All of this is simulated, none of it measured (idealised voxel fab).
process module | voxel released beams
cross-section cut | 185 nm wide | cells 5 nm
A cross-section is a grid of square cells, given in bands from the top down. A band is one or more rows of cells.
Each band's line starts with the height of the band's top and of its bottom, in nm. Then come its materials from left to right, each with its width in nm. One material with "throughout" fills the band from edge to edge. "air" is empty space.
Height 0 is the level under which the wafer as received is all one material. The lowest band goes on downwards, as in "0 down".
A width such as "30 to 40" changes by the same amount from each row of cells to the next, from the band's top row to its bottom row.
"no change" after a step means that no cell of the cross-section changed.
closed voids: empty space of 8 cells or more with no open way to the top, each as width x height at its distance from the left edge, in nm
after a step's settings: what the simulator itself notes on the step
overlay nm, on a step with a mask: how far to the right of its planned place the mask lay; to the left if negative
plan
1 op RECEIVE | material Si
2 op CONFORMAL_DEP | material Al2O3 | thk nm 5
3 op DIRECTIONAL_DEP | material SiO2 | thk nm 20
4 op MASKED_ETCH | tone open | mask id ANCHOR | width nm 25 | etch materials SiO2 | depth nm 20 | overlay nm 0
5 op CONFORMAL_DEP | material SiN | thk nm 10
6 op DIRECTIONAL_DEP | material aC | thk nm 15
7 op PATTERN | tone cover | mask id BEAM | material resist | width nm 110 | thk nm 35 | overlay nm 0
8 op DIRECTIONAL_ETCH | etch materials aC | depth nm 15
9 op STRIP | etch materials resist
10 op DIRECTIONAL_ETCH | etch materials SiN | depth nm 10
11 op STRIP | etch materials aC
12 op STRIP | etch materials SiO2
as received, after step 1
  0 down: Si throughout
  closed voids: none
a wafer at the end: this start, this plan, one mistake
  35 to 25: air 35 | SiN 40 | air 110
  25 to 15: air 30 | SiN 10 | SiO2 25 | SiN 10 | air 110
  15 to 5: air 30 | SiN 10 | SiO2 25 | SiN 80 | air 40
  5 to 0: Al2O3 throughout
  0 down: Si throughout
  closed voids: none
what went wrong: step 4 ran as: op MASKED_ETCH | tone cover | mask id ANCHOR | width nm 25 | etch materials SiO2 | depth nm 20 | overlay nm 0
